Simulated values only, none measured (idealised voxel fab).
process module | voxel trench capacitor
cross-section cut | 290 nm wide | cells 5 nm
A cross-section is a grid of square cells, given in bands from the top down. A band is one or more rows of cells.
Each band's line starts with the height of the band's top and of its bottom, in nm. Then come its materials from left to right, each with its width in nm. One material with "throughout" fills the band from edge to edge. "air" is empty space.
Height 0 is the level under which the wafer as received is all one material. The lowest band goes on downwards, as in "0 down".
A width such as "30 to 40" changes by the same amount from each row of cells to the next, from the band's top row to its bottom row.
"no change" after a step means that no cell of the cross-section changed.
closed voids: empty space of 8 cells or more with no open way to the top, each as width x height at its distance from the left edge, in nm
after a step's settings: what the simulator itself notes on the step
overlay nm, on a step with a mask: how far to the right of its planned place the mask lay; to the left if negative
plan
1 op RECEIVE | material Si
2 op CONFORMAL_DEP | material SiN | thk nm 10
3 op PATTERN | tone open | mask id TRENCH | material resist | width nm 15 | pitch nm 35 | thk nm 15 | overlay nm 0
4 op DIRECTIONAL_ETCH | etch materials SiN | depth nm 10
5 op DIRECTIONAL_ETCH | etch materials Si | depth nm 25
6 op STRIP | etch materials resist
7 op CONFORMAL_DEP | material Al2O3 | thk nm 5
8 op FILL_DEP | material polySi | thk nm 10
9 op CMP | height nm 10
as received, after step 1
  0 down: Si throughout
  closed voids: none
a wafer at the end: this start, this plan, one mistake
  10 to 0: SiN 100 | Al2O3 5 | SiN 5 | Al2O3 5 | SiN 20 | Al2O3 5 | SiN 5 | Al2O3 5 | SiN 20 | Al2O3 5 | SiN 5 | Al2O3 5 | SiN 105
  0 to -20: Si 100 | Al2O3 5 | SiN 5 | Al2O3 5 | Si 20 | Al2O3 5 | SiN 5 | Al2O3 5 | Si 20 | Al2O3 5 | SiN 5 | Al2O3 5 | Si 105
  -20 to -25: Si 100 | Al2O3 15 | Si 20 | Al2O3 15 | Si 20 | Al2O3 15 | Si 105
  -25 down: Si throughout
  closed voids: none
what went wrong: step 8 ran as: op FILL_DEP | material SiN | thk nm 10
